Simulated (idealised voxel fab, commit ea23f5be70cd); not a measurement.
You're looking at the process module voxel self aligned contacts.
Cross-sectional view cut (width: 170 nm; square cell size: 5 nm).
The cross-sections in this document take the form of a grid made of square cells. They are written out as bands, in order from top to bottom. Each band consists of one or more rows of cells. The band entry comprises the height of the band's top followed by the height of its bottom, expressed in nm, and subsequently the band's materials from left to right, each stated together with its width in nm. Where a single material is marked with the word "everywhere", that material fills the band from edge to edge. The word "air" represents empty space. Heights are reckoned from 0. Under this level, the received wafer is all of one material. The bottommost band is open-ended downward, for example "top 0, no bottom". Quick explanation for "30->40": the width changes in equal steps down the rows of cells, from the first number in the band's top row to the second number in its bottom row. Given "nothing different" for a step, no cell of the cross-section differs between before and after that step. If an empty space has no open way to the top and is at least 8 cells in size, "Closed void table" lists it, written width x height at distance, where distance is measured from the left edge and every value is in nm. Formally, on a step line, whatever follows the settings is a remark that the simulator itself makes on the step. overlay nm: where the mask lay relative to plan, measured to the right, on steps with a mask; negatives go left.
PLANNED PROCESS STEPS
| 1 | RECEIVE: material Si |
| 2 | OXIDIZE: depth nm 5 |
| 3 | DIRECTIONAL_DEP: material polySi, thk nm 30 |
| 4 | DIRECTIONAL_DEP: material SiN, thk nm 20 |
| 5 | PATTERN: tone cover, mask id GATE, material resist, width nm 25, pitch nm 50, thk nm 20, overlay nm 0 |
| 6 | DIRECTIONAL_ETCH: etch materials SiN, depth nm 20 |
| 7 | DIRECTIONAL_ETCH: etch materials polySi, depth nm 20 |
| 8 | STRIP: etch materials resist |
| 9 | CONFORMAL_DEP: material SiN, thk nm 5 |
| 10 | DIRECTIONAL_ETCH: etch materials SiN, depth nm 5 |
| 11 | FILL_DEP: material SiO2, thk nm 15 |
| 12 | CMP: height nm 55 |
| 13 | MASKED_ETCH: tone open, mask id CONTACT, width nm 35, etch materials SiO2, depth nm 60, overlay nm 0 |
| 14 | CONFORMAL_DEP: material TiN, thk nm 5 |
| 15 | FILL_DEP: material W, thk nm 10 |
| 16 | CMP: height nm 55 |
| 17 | CONFORMAL_DEP: material SiCN, thk nm 5 |
Across this set of wafers, the varied parameter is the depth nm of step 7. Starting conditions are identical for every wafer, and the plan reports the value assigned to the first wafer.
AS-RECEIVED CROSS-SECTION, FIRST OF SEVERAL WAFERS, POST STEP 1
top 0, no bottom | Si everywhere
Closed void table: none
SO IN THIS TABLE EVERY WAFER GETS ITS OWN ROW, AND WHAT YOU SEE IS WHERE IT STANDS AT THE END OF THE MODULE: FOR EACH MATERIAL, HOW MANY CELLS IT PICKED UP (+) OR GAVE UP (-) SINCE WE RECEIVED IT, AND AFTER THAT ITS CLOSED VOIDS
depth nm 20; -34 Si; +34 SiCN; +72 SiN; +197 SiO2; +23 TiN; +8 W; +108 polySi; Closed void table: none
depth nm 25; -34 Si; +34 SiCN; +76 SiN; +214 SiO2; +25 TiN; +9 W; +84 polySi; Closed void table: none
depth nm 30; -34 Si; +34 SiCN; +80 SiN; +228 SiO2; +29 TiN; +11 W; +60 polySi; Closed void table: none
depth nm 35; -34 Si; +34 SiCN; +80 SiN; +228 SiO2; +29 TiN; +11 W; +60 polySi; Closed void table: none
depth nm 40; -34 Si; +34 SiCN; +80 SiN; +228 SiO2; +29 TiN; +11 W; +60 polySi; Closed void table: none
depth nm 45; -34 Si; +34 SiCN; +80 SiN; +228 SiO2; +29 TiN; +11 W; +60 polySi; Closed void table: none
